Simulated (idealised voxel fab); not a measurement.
Documented hereafter: the process module known as voxel wiring stack.
In the cross-section labelled cut, the width is 260 nm and each square cell is 5 nm.
A cross-section in this document is a grid of square cells, and it is written down as bands, the top band listed before the ones below it; a band is made up of one or more rows of cells.
It is stipulated that each band's entry specify, in nanometres, the height of the top of the band and then that of its bottom, followed by the materials of the band in left-to-right sequence, each together with its width in nanometres. A single material marked by the word "all across" is understood to fill the band from edge to edge; the word "air" is understood to denote empty space.
Heights from 0 (as-received wafer is one material below). Bottom band endless downward, as "from 0 down".
It should be noted that a width expressed as "30..40" varies in equal increments from row to row of cells within the band, taking the value of the first number at the top row and that of the second number at the bottom row.
Where the words "no change occurred" appear for a step, the cross-section shows no cell changed by that step; every cell remained as before.
This entry, "Enclosed voids", enumerates those empty regions of no fewer than 8 cells that possess no open connection to the top. Each region is reported in the form width x height at distance, the distance being taken from the left edge, with all three quantities expressed in nm.
Post-settings text on a step line: simulator's own remark regarding the step.
overlay nm: step with mask; distance mask lay right of planned place; negative value = left of planned place.

## These are the steps we planned for the process
| 1 | RECEIVE with material Si |
| 2 | CONFORMAL_DEP with material SiO2, thk nm 15 |
| 3 | DIRECTIONAL_DEP with material TiN, thk nm 5 |
| 4 | DIRECTIONAL_DEP with material Ru, thk nm 25 |
| 5 | PATTERN with tone cover, mask id METAL_1, material resist, width nm 20, pitch nm 50, thk nm 20, overlay nm 0 |
| 6 | DIRECTIONAL_ETCH with etch materials Ru, depth nm 25 |
| 7 | DIRECTIONAL_ETCH with etch materials TiN, depth nm 5 |
| 8 | STRIP with etch materials resist |
| 9 | FILL_DEP with material lowk, thk nm 10 |
| 10 | CMP with height nm 45 |
| 11 | CONFORMAL_DEP with material SiCN, thk nm 5 |
| 12 | DIRECTIONAL_DEP with material lowk, thk nm 25 |
| 13 | DIRECTIONAL_DEP with material aC, thk nm 15 |
| 14 | PATTERN with tone open, mask id METAL_2_HOLES, material resist, width nm 15, thk nm 35, overlay nm 0 |
| 15 | DIRECTIONAL_ETCH with etch materials aC, depth nm 15 |
| 16 | STRIP with etch materials resist |
| 17 | DIRECTIONAL_ETCH with etch materials lowk, depth nm 25 |
| 18 | STRIP with etch materials aC |
| 19 | PATTERN with tone open, mask id METAL_2, material resist, width nm 20, pitch nm 50, thk nm 15, overlay nm 0 |
| 20 | DIRECTIONAL_ETCH with etch materials lowk, depth nm 15 |
| 21 | DIRECTIONAL_ETCH with etch materials SiCN, depth nm 5 |
| 22 | STRIP with etch materials resist |
| 23 | CONFORMAL_DEP with material TiN, thk nm 5 |
| 24 | FILL_DEP with material Cu, thk nm 5 |
| 25 | CMP with height nm 75 |
| 26 | CONFORMAL_DEP with material SiCN, thk nm 5 |
| 27 | DIRECTIONAL_DEP with material SiO2, thk nm 30 |
| 28 | DIRECTIONAL_DEP with material aC, thk nm 15 |
| 29 | PATTERN with tone open, mask id METAL_3_HOLES, material resist, width nm 15, thk nm 35, overlay nm 0 |
| 30 | DIRECTIONAL_ETCH with etch materials aC, depth nm 15 |
| 31 | STRIP with etch materials resist |
| 32 | DIRECTIONAL_ETCH with etch materials SiO2, depth nm 30 |
| 33 | STRIP with etch materials aC |
| 34 | DIRECTIONAL_DEP with material aC, thk nm 10 |
| 35 | PATTERN with tone open, mask id METAL_3, material resist, width nm 20, pitch nm 50, thk nm 30, overlay nm 0 |
| 36 | DIRECTIONAL_ETCH with etch materials aC, depth nm 10 |
| 37 | STRIP with etch materials resist |
| 38 | DIRECTIONAL_ETCH with etch materials SiO2, depth nm 15 |
| 39 | DIRECTIONAL_ETCH with etch materials SiCN, depth nm 5 |
| 40 | STRIP with etch materials aC |
| 41 | CONFORMAL_DEP with material TiN, thk nm 5 |
| 42 | FILL_DEP with material Cu, thk nm 10 |
| 43 | CMP with height nm 110 |
| 44 | CONFORMAL_DEP with material SiCN, thk nm 5 |
| 45 | DIRECTIONAL_DEP with material lowk, thk nm 15 |
| 46 | MASKED_ETCH with tone open, mask id PLUG_3, width nm 15, etch materials lowk, depth nm 15, overlay nm 0 |
| 47 | MASKED_ETCH with tone open, mask id PLUG_3, width nm 15, etch materials SiCN, depth nm 5, overlay nm 0 |
| 48 | EPI with material Ru, thk nm 10 |
| 49 | EPI with material Ru, thk nm 10 |
| 50 | DIRECTIONAL_DEP with material TiN, thk nm 5 |
| 51 | DIRECTIONAL_DEP with material Ru, thk nm 15 |
| 52 | DIRECTIONAL_DEP with material aC, thk nm 15 |
| 53 | PATTERN with tone cover, mask id METAL_4, material resist, width nm 20, pitch nm 50, thk nm 35, overlay nm 0 |
| 54 | DIRECTIONAL_ETCH with etch materials aC, depth nm 15 |
| 55 | STRIP with etch materials resist |
| 56 | DIRECTIONAL_ETCH with etch materials Ru, depth nm 15 |
| 57 | DIRECTIONAL_ETCH with etch materials TiN, depth nm 5 |
| 58 | STRIP with etch materials aC |
| 59 | FILL_DEP with material lowk, thk nm 5 |
| 60 | CMP with height nm 150 |
| 61 | CONFORMAL_DEP with material SiN, thk nm 5 |

## Wafer cross-section on receipt, i.e. after step 1
- from 0 down = Si all across
- Enclosed voids: none

## Final wafer profile in cross-section after the module, from the same start and plan as above, with one mistake made during processing
- from 155 to 150 = SiN all across
- from 150 to 135 = 95 nm lowk, then 20 nm Ru, then 30 nm lowk, then 20 nm Ru, then 95 nm lowk
- from 135 to 130 = 95 nm lowk, then 20 nm TiN, then 30 nm lowk, then 20 nm TiN, then 95 nm lowk
- from 130 to 115 = 95 nm lowk, then 15 nm Ru, then 150 nm lowk
- from 115 to 110 = 95 nm SiCN, then 15 nm Ru, then 150 nm SiCN
- from 110 to 100 = 95 nm SiO2, then 5 nm TiN, then 10 nm Cu, then 5 nm TiN, then 30 nm SiO2, then 5 nm TiN, then 10 nm Cu, then 5 nm TiN, then 95 nm SiO2
- from 100 to 95 = 95 nm SiO2, then 5 nm TiN, then 5 nm Cu, then 10 nm TiN, then 30 nm SiO2, then 20 nm TiN, then 95 nm SiO2
- from 95 to 80 = 95 nm SiO2, then 5 nm TiN, then 5 nm Cu, then 5 nm TiN, then 150 nm SiO2
- from 80 to 75 = 95 nm SiCN, then 15 nm TiN, then 150 nm SiCN
- from 75 to 65 = 105 nm Cu, then 5 nm TiN, then 5 nm lowk, then 5 nm TiN, then 20 nm Cu, then 5 nm TiN, then 20 nm lowk, then 5 nm TiN, then 90 nm Cu
- from 65 to 60 = 100 nm TiN, then 5 nm Cu, then 5 nm TiN, then 5 nm lowk, then 30 nm TiN, then 20 nm lowk, then 95 nm TiN
- from 60 to 55 = 95 nm lowk, then 5 nm TiN, then 5 nm Cu, then 5 nm TiN, then 150 nm lowk
- from 55 to 50 = 95 nm lowk, then 15 nm TiN, then 150 nm lowk
- from 50 to 45 = SiCN all across
- from 45 to 20 = 95 nm lowk, then 20 nm Ru, then 30 nm lowk, then 20 nm Ru, then 95 nm lowk
- from 20 to 15 = 95 nm lowk, then 20 nm TiN, then 30 nm lowk, then 20 nm TiN, then 95 nm lowk
- from 15 to 0 = SiO2 all across
- from 0 down = Si all across
- Enclosed voids: none
what went wrong: note that step 19 departed from the planned setting and was carried out as PATTERN with tone cover, mask id METAL_2, material resist, width nm 20, pitch nm 50, thk nm 15, overlay nm 0
